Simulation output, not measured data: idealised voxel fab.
Proc. module: voxel self aligned vias
The cross-section on display is named cut; it measures 235 nm wide, and its cells are 5 nm squares.
In this document a cross-section is written as a grid of square cells. It is given as a series of bands, listed from the top down, and a band is one or more rows of cells. This entry defines a band. It first specifies the height of the band's top and the height of its bottom in nm, and then specifies the band's materials from left to right, stating each material with its width in nm. The word "all across" identifies a single material that fills the band from edge to edge, while the word "empty" identifies empty space. The reference from which all heights are counted is 0, the level beneath which the as-received wafer is entirely one material; the lowest band, having no lower bound, proceeds downward and is written after the example "0..down". With a width like "30 to 40", each row of cells in the band differs from the next by the same amount, the top row carrying the first number and the bottom row the second. The designation "no modifications", where it is given for a processing step, indicates that no cell of the cross-section was altered in the course of that step. Empty spaces counting at least 8 cells and having no open way to the top are listed in "Enclosed void list". The notation width x height at distance is used for each, the distance being from the left edge and all three values in nm. Anything after a step's settings on that line? It's the simulator's own note about the step. overlay nm: mask right of planned place by this much (step with mask). Neg. = left.
**Planned step list for the process**
1. RECEIVE with material Si
2. CONFORMAL_DEP with material SiO2, thk nm 10
3. CONFORMAL_DEP with material SiCN, thk nm 5
4. DIRECTIONAL_DEP with material lowk, thk nm 30
5. DIRECTIONAL_DEP with material aC, thk nm 10
6. PATTERN with tone open, mask id LINES, material resist, width nm 20, pitch nm 55, thk nm 30, overlay nm 0
7. DIRECTIONAL_ETCH with etch materials aC, depth nm 10
8. STRIP with etch materials resist
9. DIRECTIONAL_ETCH with etch materials lowk, depth nm 30
10. STRIP with etch materials aC
11. CONFORMAL_DEP with material TiN, thk nm 5
12. FILL_DEP with material Ru, thk nm 10
13. CMP with height nm 45
14. SELECTIVE_ETCH with etch materials W Ru TiN, depth nm 10
15. FILL_DEP with material SiN, thk nm 10
16. CMP with height nm 45
17. DIRECTIONAL_DEP with material lowk, thk nm 15
18. PATTERN with tone open, mask id VIAS, material resist, width nm 30, pitch nm 110, thk nm 15, overlay nm 0
19. DIRECTIONAL_ETCH with etch materials lowk, depth nm 15
20. DIRECTIONAL_ETCH with etch materials SiN, depth nm 10
21. STRIP with etch materials resist
22. CONFORMAL_DEP with material TiN, thk nm 5
23. FILL_DEP with material Cu, thk nm 5
24. CMP with height nm 60
25. CONFORMAL_DEP with material SiN, thk nm 5
**First wafer, two in total, run as planned**
**Step 1 complete: cross-section of the wafer as received**
* 0..down  Si all across
* Enclosed void list: none
**Step 2 complete: cross-section through the wafer**
* 10..0  SiO2 all across
* Below 0, no change.
**Step 3 complete: cross-section through the wafer**
* 15..10  SiCN all across
* Below 10, no change.
**Step 4 complete: cross-section through the wafer**
* 45..15  lowk all across
* Below 15, no change.
**Step 5 complete: cross-section through the wafer**
* 55..45  aC all across
* Below 45, no change.
**Step 6 complete: cross-section through the wafer**
* 85..55  resist (50); empty (20); resist (35); empty (20); resist (35); empty (20); resist (55)
* Below 55, no change.
**Step 7 complete: cross-section through the wafer**
* 75..55  resist (50); empty (20); resist (35); empty (20); resist (35); empty (20); resist (55)
* 55..45  aC (50); empty (20); aC (35); empty (20); aC (35); empty (20); aC (55)
* Below 45, no change.
**Step 8 complete: cross-section through the wafer**
* 55..45  aC (50); empty (20); aC (35); empty (20); aC (35); empty (20); aC (55)
* Below 45, no change.
**Step 9 complete: cross-section through the wafer**
* 55..45  aC (50); empty (20); aC (35); empty (20); aC (35); empty (20); aC (55)
* 45..15  lowk (50); empty (20); lowk (35); empty (20); lowk (35); empty (20); lowk (55)
* Below 15, no change.
**Step 10 complete: cross-section through the wafer**
* 45..15  lowk (50); empty (20); lowk (35); empty (20); lowk (35); empty (20); lowk (55)
* Below 15, no change.
**Step 11 complete: cross-section through the wafer**
* 50..45  TiN (55); empty (10); TiN (45); empty (10); TiN (45); empty (10); TiN (60)
* 45..20  lowk (50); TiN (5); empty (10); TiN (5); lowk (35); TiN (5); empty (10); TiN (5); lowk (35); TiN (5); empty (10); TiN (5); lowk (55)
* 20..15  lowk (50); TiN (20); lowk (35); TiN (20); lowk (35); TiN (20); lowk (55)
* Below 15, no change.
**Step 12 complete: cross-section through the wafer**
* 60..50  Ru all across
* 50..45  TiN (55); Ru (10); TiN (45); Ru (10); TiN (45); Ru (10); TiN (60)
* 45..20  lowk (50); TiN (5); Ru (10); TiN (5); lowk (35); TiN (5); Ru (10); TiN (5); lowk (35); TiN (5); Ru (10); TiN (5); lowk (55)
* Below 20, no change.
**Step 13 complete: cross-section through the wafer**
* 45..20  lowk (50); TiN (5); Ru (10); TiN (5); lowk (35); TiN (5); Ru (10); TiN (5); lowk (35); TiN (5); Ru (10); TiN (5); lowk (55)
* Below 20, no change.
**Step 14 complete: cross-section through the wafer**
* 45..35  lowk (50); empty (20); lowk (35); empty (20); lowk (35); empty (20); lowk (55)
* Below 35, no change.
**Step 15 complete: cross-section through the wafer**
* 55..45  SiN all across
* 45..35  lowk (50); SiN (20); lowk (35); SiN (20); lowk (35); SiN (20); lowk (55)
* Below 35, no change.
**Step 16 complete: cross-section through the wafer**
* 45..35  lowk (50); SiN (20); lowk (35); SiN (20); lowk (35); SiN (20); lowk (55)
* Below 35, no change.
**Step 17 complete: cross-section through the wafer**
* 60..45  lowk all across
* Below 45, no change.
**Step 18 complete: cross-section through the wafer**
* 75..60  resist (45); empty (30); resist (80); empty (30); resist (50)
* Below 60, no change.
**Step 19 complete: cross-section through the wafer**
* 75..60  resist (45); empty (30); resist (80); empty (30); resist (50)
* 60..45  lowk (45); empty (30); lowk (80); empty (30); lowk (50)
* Below 45, no change.
**Step 20 complete: cross-section through the wafer**
* 75..60  resist (45); empty (30); resist (80); empty (30); resist (50)
* 60..45  lowk (45); empty (30); lowk (80); empty (30); lowk (50)
* 45..35  lowk (50); empty (20); lowk (35); SiN (20); lowk (35); empty (20); lowk (55)
* Below 35, no change.
**Step 21 complete: cross-section through the wafer**
* 60..45  lowk (45); empty (30); lowk (80); empty (30); lowk (50)
* Below 45, no change.
**Step 22 complete: cross-section through the wafer**
* 65..60  TiN (50); empty (20); TiN (90); empty (20); TiN (55)
* 60..50  lowk (45); TiN (5); empty (20); TiN (5); lowk (80); TiN (5); empty (20); TiN (5); lowk (50)
* 50..45  lowk (45); TiN (10); empty (10); TiN (10); lowk (80); TiN (10); empty (10); TiN (10); lowk (50)
* 45..40  lowk (50); TiN (5); empty (10); TiN (5); lowk (35); SiN (20); lowk (35); TiN (5); empty (10); TiN (5); lowk (55)
* 40..35  lowk (50); TiN (20); lowk (35); SiN (20); lowk (35); TiN (20); lowk (55)
* Below 35, no change.
**Step 23 complete: cross-section through the wafer**
* 70..65  Cu all across
* 65..60  TiN (50); Cu (20); TiN (90); Cu (20); TiN (55)
* 60..50  lowk (45); TiN (5); Cu (20); TiN (5); lowk (80); TiN (5); Cu (20); TiN (5); lowk (50)
* 50..45  lowk (45); TiN (10); Cu (10); TiN (10); lowk (80); TiN (10); Cu (10); TiN (10); lowk (50)
* 45..40  lowk (50); TiN (5); Cu (10); TiN (5); lowk (35); SiN (20); lowk (35); TiN (5); Cu (10); TiN (5); lowk (55)
* Below 40, no change.
**Step 24 complete: cross-section through the wafer**
* 60..50  lowk (45); TiN (5); Cu (20); TiN (5); lowk (80); TiN (5); Cu (20); TiN (5); lowk (50)
* Below 50, no change.
**Step 25 complete: cross-section through the wafer**
* 65..60  SiN all across
* Below 60, no change.
**The second wafer began exactly as the first did and followed the same plan, but one mistake was made while running it; through step 17 inclusive, the two wafers are identical**
**Second wafer, cross-section, planned end of step 18**
* 75..60  resist (45); empty (35); resist (75); empty (35); resist (45)
* Below 60, no change.
**Second wafer, cross-section, planned end of step 19**
* 75..60  resist (45); empty (35); resist (75); empty (35); resist (45)
* 60..45  lowk (45); empty (35); lowk (75); empty (35); lowk (45)
* Below 45, no change.
**Second wafer, cross-section, planned end of step 20**
* 75..60  resist (45); empty (35); resist (75); empty (35); resist (45)
* 60..45  lowk (45); empty (35); lowk (75); empty (35); lowk (45)
* 45..35  lowk (50); empty (20); lowk (35); SiN (20); lowk (35); empty (20); lowk (55)
* Below 35, no change.
**Second wafer, cross-section, planned end of step 21**
* 60..45  lowk (45); empty (35); lowk (75); empty (35); lowk (45)
* Below 45, no change.
**Second wafer, cross-section, planned end of step 22**
* 65..60  TiN (50); empty (25); TiN (85); empty (25); TiN (50)
* 60..50  lowk (45); TiN (5); empty (25); TiN (5); lowk (75); TiN (5); empty (25); TiN (5); lowk (45)
* 50..45  lowk (45); TiN (10); empty (10); TiN (15); lowk (75); TiN (10); empty (10); TiN (15); lowk (45)
* 45..40  lowk (50); TiN (5); empty (10); TiN (5); lowk (35); SiN (20); lowk (35); TiN (5); empty (10); TiN (5); lowk (55)
* 40..35  lowk (50); TiN (20); lowk (35); SiN (20); lowk (35); TiN (20); lowk (55)
* Below 35, no change.
**Second wafer, cross-section, planned end of step 23**
* 70..65  Cu all across
* 65..60  TiN (50); Cu (25); TiN (85); Cu (25); TiN (50)
* 60..50  lowk (45); TiN (5); Cu (25); TiN (5); lowk (75); TiN (5); Cu (25); TiN (5); lowk (45)
* 50..45  lowk (45); TiN (10); Cu (10); TiN (15); lowk (75); TiN (10); Cu (10); TiN (15); lowk (45)
* 45..40  lowk (50); TiN (5); Cu (10); TiN (5); lowk (35); SiN (20); lowk (35); TiN (5); Cu (10); TiN (5); lowk (55)
* Below 40, no change.
**Second wafer, cross-section, planned end of step 24**
* 60..50  lowk (45); TiN (5); Cu (25); TiN (5); lowk (75); TiN (5); Cu (25); TiN (5); lowk (45)
* Below 50, no change.
**Second wafer, cross-section, planned end of step 25**
* 65..60  SiN all across
* Below 60, no change.
What broke from the plan during processing? the process deviated at step 18: the operation and settings actually run there were PATTERN with tone open, mask id VIAS, material resist, width nm 35, pitch nm 110, thk nm 15, overlay nm 0
Materials where the second wafer ends with more or fewer cells than the first: 4 more of Cu, 2 more of TiN, 6 fewer of lowk
